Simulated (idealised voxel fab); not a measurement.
The name of this process module is voxel gate over fins.
This is section cut - it's 195 nm across, gridded in 5 nm square cells.
Just so we're on the same page, the cross-sections are grids of square cells, and they're listed out in bands top to bottom, each band one or more rows deep.
Look at the band entry: it leads with the top's height and the bottom's height in nm. Then it lists the materials left to right, with a width in nm for each. The word "throughout" on a single material says that material fills the band edge to edge. The word "air" is empty space.
It should be noted that heights are counted from 0, beneath which the wafer as supplied is of one material throughout, and that the lowest band possesses no lower boundary but continues downward, as written in "0 nm and below".
Top row gets the first number, bottom row gets the second, and each row in between changes by the same step: that is how a band width like "30..40" works.
Given "remained unchanged" for a step, no cell of the cross-section differs between before and after that step.
Empty spaces counting at least 8 cells and having no open way to the top are listed in "Sealed void inventory". The notation width x height at distance is used for each, the distance being from the left edge and all three values in nm.
What comes after the settings on a step's line is commentary from the simulator itself on that step.
"overlay nm" answers the question of how far to the right of plan the mask lay on a step that has a mask, and when it is negative the answer is to the left.
These are the steps we planned for the process:
1,RECEIVE, material Si
2,CONFORMAL_DEP, material SiN, thk nm 5
3,MASKED_ETCH, tone cover, mask id FINS, width nm 15, pitch nm 55, etch materials SiN, depth nm 5, overlay nm 0
4,MASKED_ETCH, tone cover, mask id FINS, width nm 15, pitch nm 55, etch materials Si, depth nm 35, overlay nm 0
5,FILL_DEP, material SiO2, thk nm 15
6,CMP, height nm 5
7,DIRECTIONAL_DEP, material aC, thk nm 15
8,PATTERN, tone open, mask id RAIL, material resist, width nm 15, thk nm 30, overlay nm 0
9,DIRECTIONAL_ETCH, etch materials aC, depth nm 15
10,STRIP, etch materials resist
11,DIRECTIONAL_ETCH, etch materials SiO2, depth nm 35
12,STRIP, etch materials aC
13,CONFORMAL_DEP, material TiN, thk nm 5
14,FILL_DEP, material W, thk nm 5
15,CMP, height nm 5
16,SELECTIVE_ETCH, etch materials W Ru TiN, depth nm 20
17,FILL_DEP, material SiO2, thk nm 5
18,CMP, height nm 5
19,SELECTIVE_ETCH, etch materials SiO2, depth nm 15
20,STRIP, etch materials SiN
21,CONFORMAL_DEP, material HfO2, thk nm 5
22,CONFORMAL_DEP, material TiN, thk nm 5
23,FILL_DEP, material W, thk nm 15
24,CMP, height nm 20
25,CONFORMAL_DEP, material SiCN, thk nm 5
Cross-section, incoming material, after step 1:
* 0 nm and below | Si throughout
* Sealed void inventory: none
Here's the wafer cut in cross-section after the module, started and planned just like above, except one thing was done wrong in the run:
* 25 nm to 20 nm | SiCN throughout
* 20 nm to 10 nm | W throughout
* 10 nm to 5 nm | W: 25 | TiN: 35 | W: 20 | TiN: 35 | W: 20 | TiN: 35 | W: 25
* 5 nm to 0 nm | W: 25 | TiN: 5 | HfO2: 25 | TiN: 5 | W: 20 | TiN: 5 | HfO2: 25 | TiN: 5 | W: 20 | TiN: 5 | HfO2: 25 | TiN: 5 | W: 25
* 0 nm to -5 nm | TiN: 30 | HfO2: 5 | Si: 15 | HfO2: 5 | TiN: 30 | HfO2: 5 | Si: 15 | HfO2: 5 | TiN: 30 | HfO2: 5 | Si: 15 | HfO2: 5 | TiN: 30
* -5 nm to -10 nm | HfO2: 35 | Si: 15 | HfO2: 40 | Si: 15 | HfO2: 40 | Si: 15 | HfO2: 35
* -10 nm to -15 nm | SiO2: 35 | Si: 15 | SiO2: 40 | Si: 15 | SiO2: 40 | Si: 15 | SiO2: 35
* -15 nm to -25 nm | SiO2: 35 | Si: 15 | TiN: 5 | W: 5 | TiN: 5 | SiO2: 25 | Si: 15 | SiO2: 40 | Si: 15 | SiO2: 35
* -25 nm to -30 nm | SiO2: 35 | Si: 15 | TiN: 15 | SiO2: 25 | Si: 15 | SiO2: 40 | Si: 15 | SiO2: 35
* -30 nm to -35 nm | SiO2: 35 | Si: 15 | SiO2: 40 | Si: 15 | SiO2: 40 | Si: 15 | SiO2: 35
* -35 nm and below | Si throughout
* Sealed void inventory: none
Nonconformance to the process plan: step 8 ran differently from the plan; actual operation with settings: PATTERN, tone open, mask id RAIL, material resist, width nm 15, thk nm 30, overlay nm -10
